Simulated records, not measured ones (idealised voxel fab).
Documented hereafter: the process module known as voxel capacitor over wiring.
The cross-section shown here is cut; it is 140 nm wide and divided into square cells measuring 5 nm on a side.
A cross-section in this document is a grid of square cells, and it is written down as bands, the top band listed before the ones below it; a band is made up of one or more rows of cells.
Basically the band line says how high the top is and how high the bottom is, in nm, and then what's in it from left to right, every material with its width in nm. Empty space shows up as "blank", and if a single material carries "edge to edge" it runs the full band edge to edge.
Note: height 0 marks the level under which the wafer is uniformly one material as received. Lowest band unbounded below, written "z 0 and below".
The width entry "30->40" should be interpreted row by row: the top row of cells in the band takes the first number, the bottom row takes the second number, and the change between adjacent rows is uniform throughout.
"all unchanged" for a step: no cell of the cross-section changed in that step.
The entry titled "Closed void roster" provides the empty spaces that have no open way to the top, restricted to those of 8 cells or more. Each is presented as width x height at distance, the distance being measured from the left edge, with all three in nm.
after a step's settings: what the simulator itself notes on the step
The "overlay nm" setting may appear on a step's line; for a step that uses a mask, it gives how far to the right of its planned position the mask lay, and a negative value indicates the left.

Listed below are the process steps as planned
1) RECEIVE | material Si
2) CONFORMAL_DEP | material SiO2 | thk nm 10
3) DIRECTIONAL_DEP | material TiN | thk nm 5
4) DIRECTIONAL_DEP | material Ru | thk nm 15
5) MASKED_ETCH | tone cover | mask id METAL_1 | width nm 20 | pitch nm 80 | etch materials Ru | depth nm 15 | overlay nm 0
6) MASKED_ETCH | tone cover | mask id METAL_1 | width nm 20 | pitch nm 80 | etch materials TiN | depth nm 5 | overlay nm 0
7) CONFORMAL_DEP | material SiCN | thk nm 5
8) FILL_DEP | material SiO2 | thk nm 10
9) CMP | height nm 30
10) CONFORMAL_DEP | material SiCN | thk nm 5
11) DIRECTIONAL_DEP | material lowk | thk nm 15
12) MASKED_ETCH | tone open | mask id PLUG_1 | width nm 15 | etch materials lowk | depth nm 15 | overlay nm 0
13) MASKED_ETCH | tone open | mask id PLUG_1 | width nm 15 | etch materials SiCN | depth nm 5 | overlay nm 0
14) EPI | material Ru | thk nm 10
15) EPI | material Ru | thk nm 10
16) DIRECTIONAL_DEP | material TiN | thk nm 10
17) DIRECTIONAL_DEP | material SiN | thk nm 5
18) DIRECTIONAL_DEP | material TiN | thk nm 5
19) PATTERN | tone cover | mask id UPPER_PLATE | material resist | width nm 65 | thk nm 15 | overlay nm 0
20) DIRECTIONAL_ETCH | etch materials TiN | depth nm 5
21) DIRECTIONAL_ETCH | etch materials SiN | depth nm 5
22) STRIP | etch materials resist
23) DIRECTIONAL_DEP | material aC | thk nm 15
24) PATTERN | tone cover | mask id LOWER_PLATE | material resist | width nm 75 | thk nm 30 | overlay nm 0
25) DIRECTIONAL_ETCH | etch materials aC | depth nm 15
26) STRIP | etch materials resist
27) DIRECTIONAL_ETCH | etch materials TiN | depth nm 10
28) STRIP | etch materials aC
29) FILL_DEP | material SiO2 | thk nm 15
30) CMP | height nm 80
31) PATTERN | tone open | mask id PLUG_2 | material resist | width nm 15 | thk nm 15 | overlay nm 0
32) DIRECTIONAL_ETCH | etch materials SiO2 | depth nm 10
33) STRIP | etch materials resist
34) CONFORMAL_DEP | material TiN | thk nm 5
35) FILL_DEP | material W | thk nm 5
36) CMP | height nm 80
37) CONFORMAL_DEP | material SiN | thk nm 5

As-received state of the wafer in cross-section, equivalent to post-step 1
  z 0 and below = Si edge to edge
  Closed void roster: none

The cross-section shown corresponds to the wafer at the conclusion of the module. The initial structure and the process plan are those presented above; however, one mistake occurred in executing the plan
  z 85 to 80 = SiN edge to edge
  z 80 to 75 = SiO2 35 nm  TiN 5 nm  W 5 nm  TiN 5 nm  SiO2 90 nm
  z 75 to 65 = SiO2 35->25 nm  TiN 15 nm  SiO2 90->100 nm
  z 65 to 60 = SiO2 25 nm  SiN 15 nm  SiO2 100 nm
  z 60 to 50 = SiO2 25 nm  TiN 15->65 nm  SiO2 100->50 nm
  z 50 to 45 = SiO2 25 nm  lowk 15 nm  SiN 50 nm  SiO2 50 nm
  z 45 to 35 = SiO2 20 nm  TiN 5 nm  lowk 15 nm  TiN 55 nm  SiO2 45 nm
  z 35 to 30 = SiCN edge to edge
  z 30 to 15 = SiO2 15 nm  SiCN 5 nm  Ru 20 nm  SiCN 5 nm  SiO2 50 nm  SiCN 5 nm  Ru 20 nm  SiCN 5 nm  SiO2 15 nm
  z 15 to 10 = SiCN 20 nm  TiN 20 nm  SiCN 60 nm  TiN 20 nm  SiCN 20 nm
  z 10 to 0 = SiO2 edge to edge
  z 0 and below = Si edge to edge
  Closed void roster: none
Deviation from plan: step 12 did not happen as planned, as run it was MASKED_ETCH | tone cover | mask id PLUG_1 | width nm 15 | etch materials lowk | depth nm 15 | overlay nm 0
